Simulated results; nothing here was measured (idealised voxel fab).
The name of this process module is voxel tone inversion.
Section cut is 280 nm wide and gridded with 5 nm square cells.
For the purposes of this document, a cross-section shall be understood as a grid of square cells, specified as bands listed in top-to-bottom order, each band consisting of one or more rows of cells. The band entry comprises the height of the band's top followed by the height of its bottom, expressed in nm, and subsequently the band's materials from left to right, each stated together with its width in nm. Where a single material is marked with the word "everywhere", that material fills the band from edge to edge. The word "empty" represents empty space. For the purposes of this specification, 0 denotes the height below which the wafer in its as-received condition is composed wholly of one material, and the lowermost band, lacking a lower limit, extends downward without end, as expressed in "0 and below". Width spec "30 to 40" -> top row of cells at first value, bottom row at second value, equal per-row change in between. "everything unchanged" -> step changed no cross-section cell. In the "Enclosed void listing" entry, you get each enclosed empty space of 8 cells or more, one with no open way to the top, written width x height at distance, distance from the left edge, in nm. If you see something after the settings on a step's line, that's the simulator's own remark about that step. overlay nm, on a step with a mask: how far to the right of its planned place the mask lay; to the left if negative.
-- The following list gives the planned process steps
1: RECEIVE [material Si]
2: CONFORMAL_DEP [material SiN] [thk nm 10]
3: DIRECTIONAL_DEP [material aC] [thk nm 20]
4: PATTERN [tone cover] [mask id POSTS] [material resist] [width nm 25] [pitch nm 40] [thk nm 25] [overlay nm 0]
5: DIRECTIONAL_ETCH [etch materials aC] [depth nm 20]
6: STRIP [etch materials resist]
7: FILL_DEP [material lowk] [thk nm 5]
8: CMP [height nm 30]
9: STRIP [etch materials aC]
10: CONFORMAL_DEP [material TiN] [thk nm 5]
11: FILL_DEP [material Ru] [thk nm 5]
12: CMP [height nm 30]
13: CONFORMAL_DEP [material SiN] [thk nm 5]
-- The first of two wafers, run as planned
-- Wafer cross-section on receipt, i.e. after step 1
    0 and below | Si everywhere
    Enclosed void listing: none
-- After step 2, in cross-section
    10 down to 0 | SiN everywhere
    All layers under 0 are left as they were.
-- After step 3, in cross-section
    30 down to 10 | aC everywhere
    All layers under 10 are left as they were.
-- After step 4, in cross-section
    55 down to 30 | 85 of empty, then 25 of resist, then 15 of empty, then 25 of resist, then 15 of empty, then 25 of resist, then 90 of empty
    All layers under 30 are left as they were.
-- After step 5, in cross-section
    35 down to 30 | 85 of empty, then 25 of resist, then 15 of empty, then 25 of resist, then 15 of empty, then 25 of resist, then 90 of empty
    30 down to 10 | 85 of empty, then 25 of aC, then 15 of empty, then 25 of aC, then 15 of empty, then 25 of aC, then 90 of empty
    All layers under 10 are left as they were.
-- After step 6, in cross-section
    30 down to 10 | 85 of empty, then 25 of aC, then 15 of empty, then 25 of aC, then 15 of empty, then 25 of aC, then 90 of empty
    All layers under 10 are left as they were.
-- After step 7, in cross-section
    35 down to 30 | lowk everywhere
    30 down to 10 | 85 of lowk, then 25 of aC, then 15 of lowk, then 25 of aC, then 15 of lowk, then 25 of aC, then 90 of lowk
    All layers under 10 are left as they were.
-- After step 8, in cross-section
    30 down to 10 | 85 of lowk, then 25 of aC, then 15 of lowk, then 25 of aC, then 15 of lowk, then 25 of aC, then 90 of lowk
    All layers under 10 are left as they were.
-- After step 9, in cross-section
    30 down to 10 | 85 of lowk, then 25 of empty, then 15 of lowk, then 25 of empty, then 15 of lowk, then 25 of empty, then 90 of lowk
    All layers under 10 are left as they were.
-- After step 10, in cross-section
    35 down to 30 | 90 of TiN, then 15 of empty, then 25 of TiN, then 15 of empty, then 25 of TiN, then 15 of empty, then 95 of TiN
    30 down to 15 | 85 of lowk, then 5 of TiN, then 15 of empty, then 5 of TiN, then 15 of lowk, then 5 of TiN, then 15 of empty, then 5 of TiN, then 15 of lowk, then 5 of TiN, then 15 of empty, then 5 of TiN, then 90 of lowk
    15 down to 10 | 85 of lowk, then 25 of TiN, then 15 of lowk, then 25 of TiN, then 15 of lowk, then 25 of TiN, then 90 of lowk
    All layers under 10 are left as they were.
-- After step 11, in cross-section
    40 down to 35 | Ru everywhere
    35 down to 30 | 90 of TiN, then 15 of Ru, then 25 of TiN, then 15 of Ru, then 25 of TiN, then 15 of Ru, then 95 of TiN
    30 down to 15 | 85 of lowk, then 5 of TiN, then 15 of Ru, then 5 of TiN, then 15 of lowk, then 5 of TiN, then 15 of Ru, then 5 of TiN, then 15 of lowk, then 5 of TiN, then 15 of Ru, then 5 of TiN, then 90 of lowk
    All layers under 15 are left as they were.
-- After step 12, in cross-section
    30 down to 15 | 85 of lowk, then 5 of TiN, then 15 of Ru, then 5 of TiN, then 15 of lowk, then 5 of TiN, then 15 of Ru, then 5 of TiN, then 15 of lowk, then 5 of TiN, then 15 of Ru, then 5 of TiN, then 90 of lowk
    All layers under 15 are left as they were.
-- After step 13, in cross-section
    35 down to 30 | SiN everywhere
    All layers under 30 are left as they were.
-- Second Wafer (Identical Start and Plan, One Processing Error; Matches First Wafer Through Step 10)
-- Second wafer, section view, time point: scheduled end of step 11
    45 down to 35 | Ru everywhere
    35 down to 30 | 90 of TiN, then 15 of Ru, then 25 of TiN, then 15 of Ru, then 25 of TiN, then 15 of Ru, then 95 of TiN
    30 down to 15 | 85 of lowk, then 5 of TiN, then 15 of Ru, then 5 of TiN, then 15 of lowk, then 5 of TiN, then 15 of Ru, then 5 of TiN, then 15 of lowk, then 5 of TiN, then 15 of Ru, then 5 of TiN, then 90 of lowk
    All layers under 15 are left as they were.
-- Second wafer, section view, time point: scheduled end of step 12
    30 down to 15 | 85 of lowk, then 5 of TiN, then 15 of Ru, then 5 of TiN, then 15 of lowk, then 5 of TiN, then 15 of Ru, then 5 of TiN, then 15 of lowk, then 5 of TiN, then 15 of Ru, then 5 of TiN, then 90 of lowk
    All layers under 15 are left as they were.
-- Second wafer, section view, time point: scheduled end of step 13
    35 down to 30 | SiN everywhere
    All layers under 30 are left as they were.
So what did we get wrong on this run? the plan's step 11 ran twice
Result: same final cross-section on the two wafers, so no effect from the mistake in this model.
